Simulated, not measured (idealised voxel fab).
process module | voxel self aligned vias
cross-section cut | 145 nm wide | cells 5 nm
A cross-section is a grid of square cells, given in bands from the top down. A band is one or more rows of cells.
Each band's line starts with the height of the band's top and of its bottom, in nm. Then come its materials from left to right, each with its width in nm. One material with "throughout" fills the band from edge to edge. "air" is empty space.
Height 0 is the level under which the wafer as received is all one material. The lowest band goes on downwards, as in "0 down".
A width such as "30 to 40" changes by the same amount from each row of cells to the next, from the band's top row to its bottom row.
"no change" after a step means that no cell of the cross-section changed.
closed voids: empty space of 8 cells or more with no open way to the top, each as width x height at its distance from the left edge, in nm
after a step's settings: what the simulator itself notes on the step
overlay nm, on a step with a mask: how far to the right of its planned place the mask lay; to the left if negative
plan
1 op RECEIVE | material Si
2 op CONFORMAL_DEP | material SiO2 | thk nm 10
3 op CONFORMAL_DEP | material SiCN | thk nm 5
4 op DIRECTIONAL_DEP | material SiO2 | thk nm 30
5 op MASKED_ETCH | tone open | mask id LINES | width nm 30 | pitch nm 55 | etch materials SiO2 | depth nm 30 | overlay nm 0
6 op CONFORMAL_DEP | material TiN | thk nm 5
7 op FILL_DEP | material W | thk nm 5
8 op CMP | height nm 45
9 op SELECTIVE_ETCH | etch materials W Ru TiN | depth nm 5
10 op FILL_DEP | material SiN | thk nm 5
11 op CMP | height nm 45
12 op DIRECTIONAL_DEP | material SiO2 | thk nm 15
13 op MASKED_ETCH | tone open | mask id VIAS | width nm 40 | etch materials SiO2 | depth nm 15 | overlay nm 0
14 op MASKED_ETCH | tone open | mask id VIAS | width nm 40 | etch materials SiN | depth nm 5 | overlay nm 0
15 op CONFORMAL_DEP | material TiN | thk nm 5
16 op FILL_DEP | material Ru | thk nm 5
17 op CMP | height nm 60
18 op CONFORMAL_DEP | material SiN | thk nm 5
as received, after step 1
  0 down: Si throughout
  closed voids: none
first wafer at the end, as planned
  65 to 60: SiN throughout
  60 to 50: SiO2 25 | TiN 5 | Ru 30 | TiN 5 | SiO2 80
  50 to 45: SiO2 25 | TiN 10 | Ru 20 | TiN 10 | SiO2 80
  45 to 40: SiO2 30 | TiN 30 | SiO2 25 | SiN 30 | SiO2 30
  40 to 20: SiO2 30 | TiN 5 | W 20 | TiN 5 | SiO2 25 | TiN 5 | W 20 | TiN 5 | SiO2 30
  20 to 15: SiO2 30 | TiN 30 | SiO2 25 | TiN 30 | SiO2 30
  15 to 10: SiCN throughout
  10 to 0: SiO2 throughout
  0 down: Si throughout
  closed voids: none
second wafer at the end: like start, like plan, one mistake
  65 to 60: SiCN throughout
  60 to 50: SiO2 25 | TiN 5 | Ru 30 | TiN 5 | SiO2 80
  50 to 45: SiO2 25 | TiN 10 | Ru 20 | TiN 10 | SiO2 80
  45 to 40: SiO2 30 | TiN 30 | SiO2 25 | SiN 30 | SiO2 30
  40 to 20: SiO2 30 | TiN 5 | W 20 | TiN 5 | SiO2 25 | TiN 5 | W 20 | TiN 5 | SiO2 30
  20 to 15: SiO2 30 | TiN 30 | SiO2 25 | TiN 30 | SiO2 30
  15 to 10: SiCN throughout
  10 to 0: SiO2 throughout
  0 down: Si throughout
  closed voids: none
what went wrong: step 18 ran as: op CONFORMAL_DEP | material SiCN | thk nm 5
at the end the second wafer has, in cells: 29 more of SiCN | 29 fewer of SiN
